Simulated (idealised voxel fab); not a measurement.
The document below concerns the process module designated voxel transistor to metal.
FYI the section here is cut, 190 nm wide, cells are 5 nm squares.
We lay out every cross-section as a grid of square cells and spell it out in bands from the top down, where one band means one or more rows of cells.
What a band's entry tells you: where the top is and where the bottom is, as heights in nm, and after that what lies inside, material by material from left to right, each with its width in nm. Empty space is written as the word "empty", and a single material marked with the word "everywhere" occupies the band from edge to edge.
Height 0 is the level under which the wafer as received is all one material. The lowest band goes on downwards, as in "0 nm and below".
You'd read "30 to 40" like this: the band's top row of cells is as wide as the first number, its bottom row is as wide as the second, and going down, every row changes width by the same amount as the row before did.
"no modifications" means the step left every cell of the cross-section as it was.
Reported under the label "Enclosed void inventory" are the empty spaces having no open way to the top and comprising 8 cells or more; the notation for each is width x height at distance, in which the distance is measured from the left edge and all three values are in nm.
On a step's line, text after the settings is the simulator commenting on that step.
When a step includes a mask, the "overlay nm" setting on its line states how far to the right of its planned place that mask lay, and negative values state how far to the left.

[So here's the lineup of process steps we planned]
1: RECEIVE with material Si
2: OXIDIZE with depth nm 5
3: CONFORMAL_DEP with material SiN, thk nm 10
4: MASKED_ETCH with tone cover, mask id ACTIVE, width nm 125, etch materials SiN, depth nm 10, overlay nm 0
5: MASKED_ETCH with tone cover, mask id ACTIVE, width nm 125, etch materials SiO2, depth nm 5, overlay nm 0
6: MASKED_ETCH with tone cover, mask id ACTIVE, width nm 125, etch materials Si, depth nm 20, overlay nm 0
7: OXIDIZE with depth nm 5
8: FILL_DEP with material SiO2, thk nm 5
9: CMP with height nm 10
10: SELECTIVE_ETCH with etch materials SiO2, depth nm 5
11: STRIP with etch materials SiN
12: SELECTIVE_ETCH with etch materials SiO2, depth nm 5
13: OXIDIZE with depth nm 5
14: DIRECTIONAL_DEP with material polySi, thk nm 30
15: DIRECTIONAL_DEP with material SiCN, thk nm 10
16: MASKED_ETCH with tone cover, mask id GATE, width nm 35, etch materials SiCN, depth nm 20, overlay nm 0
17: MASKED_ETCH with tone cover, mask id GATE, width nm 35, etch materials polySi, depth nm 40, overlay nm 0
18: CONFORMAL_DEP with material SiN, thk nm 5
19: DIRECTIONAL_ETCH with etch materials SiN, depth nm 5
20: DIRECTIONAL_ETCH with etch materials SiO2, depth nm 5
21: EPI with material pSi, thk nm 5
22: FILL_DEP with material SiO2, thk nm 10
23: CMP with height nm 25
24: STRIP with etch materials polySi
25: SELECTIVE_ETCH with etch materials SiO2, depth nm 5
26: CONFORMAL_DEP with material HfO2, thk nm 5
27: CONFORMAL_DEP with material TiN, thk nm 5
28: FILL_DEP with material W, thk nm 5
29: CMP with height nm 20
30: DIRECTIONAL_DEP with material SiO2, thk nm 10
31: MASKED_ETCH with tone open, mask id CONTACT, width nm 20, pitch nm 85, etch materials SiO2, depth nm 35, overlay nm 0
32: CONFORMAL_DEP with material TiN, thk nm 5
33: FILL_DEP with material Ru, thk nm 5
34: CMP with height nm 30
35: CONFORMAL_DEP with material SiCN, thk nm 5
36: DIRECTIONAL_DEP with material SiO2, thk nm 25
37: PATTERN with tone open, mask id METAL_1, material resist, width nm 20, pitch nm 85, thk nm 15, overlay nm 0
38: DIRECTIONAL_ETCH with etch materials SiO2, depth nm 25
39: DIRECTIONAL_ETCH with etch materials SiCN, depth nm 5
40: STRIP with etch materials resist
41: CONFORMAL_DEP with material TiN, thk nm 5
42: FILL_DEP with material Cu, thk nm 5
43: CMP with height nm 60
44: EPI with material Ru, thk nm 5
45: FILL_DEP with material SiCN, thk nm 5
46: DIRECTIONAL_DEP with material lowk, thk nm 30
47: PATTERN with tone open, mask id METAL_2_HOLES, material resist, width nm 15, pitch nm 85, thk nm 15, overlay nm 0
48: DIRECTIONAL_ETCH with etch materials lowk, depth nm 30
49: STRIP with etch materials resist
50: PATTERN with tone open, mask id METAL_2, material resist, width nm 15, pitch nm 85, thk nm 15, overlay nm 0
51: DIRECTIONAL_ETCH with etch materials lowk, depth nm 20
52: DIRECTIONAL_ETCH with etch materials SiCN, depth nm 5
53: STRIP with etch materials resist
54: CONFORMAL_DEP with material TiN, thk nm 5
55: FILL_DEP with material Cu, thk nm 5
56: CMP with height nm 100
57: CONFORMAL_DEP with material SiN, thk nm 5
Keep in mind the plan's value for the width nm of step 50 comes from the first wafer; the wafers don't share that setting, but they do share the same starting point.

[The first of several wafers as received, shown in cross-section; this is its state after step 1]
	0 nm and below  Si everywhere
	Enclosed void inventory: none

[First of several wafers in cross-section at module end, following the final step, step 57]
	105 nm to 100 nm  SiN everywhere
	100 nm to 85 nm  lowk 40 nm, then TiN 5 nm, then Cu 10 nm, then TiN 5 nm, then lowk 65 nm, then TiN 5 nm, then Cu 10 nm, then TiN 5 nm, then lowk 45 nm
	85 nm to 75 nm  lowk 40 nm, then TiN 5 nm, then Cu 5 nm, then TiN 10 to 5 nm, then lowk 65 to 70 nm, then TiN 5 nm, then Cu 5 nm, then TiN 10 to 5 nm, then lowk 45 to 50 nm
	75 nm to 70 nm  lowk 40 nm, then TiN 15 nm, then lowk 70 nm, then TiN 15 nm, then lowk 50 nm
	70 nm to 65 nm  SiCN 45 nm, then TiN 10 nm, then SiCN 75 nm, then TiN 10 nm, then SiCN 50 nm
	65 nm to 60 nm  SiCN 35 nm, then Ru 30 nm, then SiCN 55 nm, then Ru 30 nm, then SiCN 40 nm
	60 nm to 35 nm  SiO2 40 nm, then TiN 5 nm, then Cu 10 nm, then TiN 5 nm, then SiO2 65 nm, then TiN 5 nm, then Cu 10 nm, then TiN 5 nm, then SiO2 45 nm
	35 nm to 30 nm  SiCN 40 nm, then TiN 20 nm, then SiCN 65 nm, then TiN 20 nm, then SiCN 45 nm
	30 nm to 20 nm  SiO2 40 nm, then TiN 5 nm, then Ru 10 nm, then TiN 5 nm, then SiO2 65 nm, then TiN 5 nm, then Ru 10 nm, then TiN 5 nm, then SiO2 45 nm
	20 nm to 0 nm  SiO2 40 nm, then TiN 5 nm, then Ru 10 nm, then TiN 5 nm, then SiO2 10 nm, then SiN 5 nm, then HfO2 5 nm, then TiN 5 nm, then W 15 nm, then TiN 5 nm, then HfO2 5 nm, then SiN 5 nm, then SiO2 10 nm, then TiN 5 nm, then Ru 10 nm, then TiN 5 nm, then SiO2 45 nm
	0 nm to -5 nm  SiO2 25 nm, then SiN 5 nm, then SiO2 10 nm, then TiN 20 nm, then SiO2 10 nm, then SiN 5 nm, then HfO2 5 nm, then TiN 25 nm, then HfO2 5 nm, then SiN 5 nm, then SiO2 10 nm, then TiN 20 nm, then SiO2 10 nm, then SiN 5 nm, then SiO2 30 nm
	-5 nm to -10 nm  SiO2 30 nm, then pSi 40 nm, then HfO2 45 nm, then pSi 40 nm, then SiO2 35 nm
	-10 nm to -30 nm  SiO2 35 nm, then Si 115 nm, then SiO2 40 nm
	-30 nm and below  Si everywhere
	Enclosed void inventory: none

[Cross-sectional view of the final wafer of several at the module's end]
	105 nm to 100 nm  SiN everywhere
	100 nm to 85 nm  lowk 35 nm, then TiN 5 nm, then Cu 25 nm, then TiN 5 nm, then lowk 50 nm, then TiN 5 nm, then Cu 25 nm, then TiN 5 nm, then lowk 35 nm
	85 nm to 80 nm  lowk 35 nm, then TiN 10 nm, then Cu 5 nm, then TiN 20 nm, then lowk 50 nm, then TiN 10 nm, then Cu 5 nm, then TiN 20 nm, then lowk 35 nm
	80 nm to 70 nm  lowk 40 nm, then TiN 5 nm, then Cu 5 nm, then TiN 5 nm, then lowk 70 nm, then TiN 5 nm, then Cu 5 nm, then TiN 5 nm, then lowk 50 nm
	70 nm to 65 nm  SiCN 40 nm, then TiN 15 nm, then SiCN 70 nm, then TiN 15 nm, then SiCN 50 nm
	65 nm to 60 nm  SiCN 35 nm, then Ru 30 nm, then SiCN 55 nm, then Ru 30 nm, then SiCN 40 nm
	60 nm to 35 nm  SiO2 40 nm, then TiN 5 nm, then Cu 10 nm, then TiN 5 nm, then SiO2 65 nm, then TiN 5 nm, then Cu 10 nm, then TiN 5 nm, then SiO2 45 nm
	35 nm to 30 nm  SiCN 40 nm, then TiN 20 nm, then SiCN 65 nm, then TiN 20 nm, then SiCN 45 nm
	30 nm to 20 nm  SiO2 40 nm, then TiN 5 nm, then Ru 10 nm, then TiN 5 nm, then SiO2 65 nm, then TiN 5 nm, then Ru 10 nm, then TiN 5 nm, then SiO2 45 nm
	20 nm to 0 nm  SiO2 40 nm, then TiN 5 nm, then Ru 10 nm, then TiN 5 nm, then SiO2 10 nm, then SiN 5 nm, then HfO2 5 nm, then TiN 5 nm, then W 15 nm, then TiN 5 nm, then HfO2 5 nm, then SiN 5 nm, then SiO2 10 nm, then TiN 5 nm, then Ru 10 nm, then TiN 5 nm, then SiO2 45 nm
	0 nm to -5 nm  SiO2 25 nm, then SiN 5 nm, then SiO2 10 nm, then TiN 20 nm, then SiO2 10 nm, then SiN 5 nm, then HfO2 5 nm, then TiN 25 nm, then HfO2 5 nm, then SiN 5 nm, then SiO2 10 nm, then TiN 20 nm, then SiO2 10 nm, then SiN 5 nm, then SiO2 30 nm
	-5 nm to -10 nm  SiO2 30 nm, then pSi 40 nm, then HfO2 45 nm, then pSi 40 nm, then SiO2 35 nm
	-10 nm to -30 nm  SiO2 35 nm, then Si 115 nm, then SiO2 40 nm
	-30 nm and below  Si everywhere
	Enclosed void inventory: none

[The table below has one row for each wafer; a row shows, as of the end of the module, how many cells of each material the wafer has gained, marked (+), or lost, marked (-), since it was received, and then the wafer's closed voids]
width nm 15; +36 Cu; +19 HfO2; +36 Ru; -136 Si; +90 SiCN; +50 SiN; +386 SiO2; +105 TiN; +12 W; +184 lowk; +16 pSi; Enclosed void inventory: none
width nm 20; +38 Cu; +19 HfO2; +36 Ru; -136 Si; +88 SiCN; +50 SiN; +386 SiO2; +105 TiN; +12 W; +184 lowk; +16 pSi; Enclosed void inventory: none
width nm 25; +44 Cu; +19 HfO2; +36 Ru; -136 Si; +88 SiCN; +50 SiN; +386 SiO2; +107 TiN; +12 W; +176 lowk; +16 pSi; Enclosed void inventory: none
width nm 30; +50 Cu; +19 HfO2; +36 Ru; -136 Si; +88 SiCN; +50 SiN; +386 SiO2; +109 TiN; +12 W; +168 lowk; +16 pSi; Enclosed void inventory: none
width nm 35; +56 Cu; +19 HfO2; +36 Ru; -136 Si; +88 SiCN; +50 SiN; +386 SiO2; +111 TiN; +12 W; +160 lowk; +16 pSi; Enclosed void inventory: none
